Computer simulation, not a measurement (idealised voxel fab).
process module | voxel spacer lines
cross-section cut | 155 nm wide | cells 5 nm
A cross-section is a grid of square cells, given in bands from the top down. A band is one or more rows of cells.
Each band's line starts with the height of the band's top and of its bottom, in nm. Then come its materials from left to right, each with its width in nm. One material with "throughout" fills the band from edge to edge. "air" is empty space.
Height 0 is the level under which the wafer as received is all one material. The lowest band goes on downwards, as in "0 down".
A width such as "30 to 40" changes by the same amount from each row of cells to the next, from the band's top row to its bottom row.
"no change" after a step means that no cell of the cross-section changed.
closed voids: empty space of 8 cells or more with no open way to the top, each as width x height at its distance from the left edge, in nm
after a step's settings: what the simulator itself notes on the step
overlay nm, on a step with a mask: how far to the right of its planned place the mask lay; to the left if negative
plan
1 op RECEIVE | material Si
2 op CONFORMAL_DEP | material Al2O3 | thk nm 10
3 op DIRECTIONAL_DEP | material W | thk nm 20
4 op DIRECTIONAL_DEP | material aC | thk nm 30
5 op PATTERN | tone cover | mask id MANDREL | material resist | width nm 20 | pitch nm 60 | thk nm 40 | overlay nm 0
6 op DIRECTIONAL_ETCH | etch materials aC | depth nm 30
7 op STRIP | etch materials resist
8 op CONFORMAL_DEP | material SiN | thk nm 10
9 op DIRECTIONAL_ETCH | etch materials SiN | depth nm 10
10 op STRIP | etch materials aC
11 op DIRECTIONAL_ETCH | etch materials W | depth nm 20
12 op STRIP | etch materials SiN
first wafer, as planned
as received, after step 1
  0 down: Si throughout
  closed voids: none
after step 2
  10 to 0: Al2O3 throughout
  below 0: unchanged
after step 3
  30 to 10: W throughout
  below 10: unchanged
after step 4
  60 to 30: aC throughout
  below 30: unchanged
after step 5
  100 to 60: air 35 | resist 20 | air 40 | resist 20 | air 40
  below 60: unchanged
after step 6
  70 to 60: air 35 | resist 20 | air 40 | resist 20 | air 40
  60 to 30: air 35 | aC 20 | air 40 | aC 20 | air 40
  below 30: unchanged
after step 7
  60 to 30: air 35 | aC 20 | air 40 | aC 20 | air 40
  below 30: unchanged
after step 8
  70 to 60: air 25 | SiN 40 | air 20 | SiN 40 | air 30
  60 to 40: air 25 | SiN 10 | aC 20 | SiN 10 | air 20 | SiN 10 | aC 20 | SiN 10 | air 30
  40 to 30: SiN 35 | aC 20 | SiN 40 | aC 20 | SiN 40
  below 30: unchanged
after step 9
  60 to 30: air 25 | SiN 10 | aC 20 | SiN 10 | air 20 | SiN 10 | aC 20 | SiN 10 | air 30
  below 30: unchanged
after step 10
  60 to 30: air 25 | SiN 10 | air 20 | SiN 10 | air 20 | SiN 10 | air 20 | SiN 10 | air 30
  below 30: unchanged
after step 11
  60 to 30: air 25 | SiN 10 | air 20 | SiN 10 | air 20 | SiN 10 | air 20 | SiN 10 | air 30
  30 to 10: air 25 | W 10 | air 20 | W 10 | air 20 | W 10 | air 20 | W 10 | air 30
  below 10: unchanged
after step 12
  30 to 10: air 25 | W 10 | air 20 | W 10 | air 20 | W 10 | air 20 | W 10 | air 30
  below 10: unchanged
second wafer: like start, like plan, one mistake. Through step 2 it matches the first wafer
when step 3 should have ended
  50 to 10: W throughout
  below 10: unchanged
when step 4 should have ended
  80 to 50: aC throughout
  below 50: unchanged
when step 5 should have ended
  120 to 80: air 35 | resist 20 | air 40 | resist 20 | air 40
  below 80: unchanged
when step 6 should have ended
  90 to 80: air 35 | resist 20 | air 40 | resist 20 | air 40
  80 to 50: air 35 | aC 20 | air 40 | aC 20 | air 40
  below 50: unchanged
when step 7 should have ended
  80 to 50: air 35 | aC 20 | air 40 | aC 20 | air 40
  below 50: unchanged
when step 8 should have ended
  90 to 80: air 25 | SiN 40 | air 20 | SiN 40 | air 30
  80 to 60: air 25 | SiN 10 | aC 20 | SiN 10 | air 20 | SiN 10 | aC 20 | SiN 10 | air 30
  60 to 50: SiN 35 | aC 20 | SiN 40 | aC 20 | SiN 40
  below 50: unchanged
when step 9 should have ended
  80 to 50: air 25 | SiN 10 | aC 20 | SiN 10 | air 20 | SiN 10 | aC 20 | SiN 10 | air 30
  below 50: unchanged
when step 10 should have ended
  80 to 50: air 25 | SiN 10 | air 20 | SiN 10 | air 20 | SiN 10 | air 20 | SiN 10 | air 30
  below 50: unchanged
when step 11 should have ended
  80 to 50: air 25 | SiN 10 | air 20 | SiN 10 | air 20 | SiN 10 | air 20 | SiN 10 | air 30
  50 to 30: air 25 | W 10 | air 20 | W 10 | air 20 | W 10 | air 20 | W 10 | air 30
  below 30: unchanged
when step 12 should have ended
  50 to 30: air 25 | W 10 | air 20 | W 10 | air 20 | W 10 | air 20 | W 10 | air 30
  below 30: unchanged
what went wrong: step 3 was run twice
at the end the second wafer has, in cells: 124 more of W
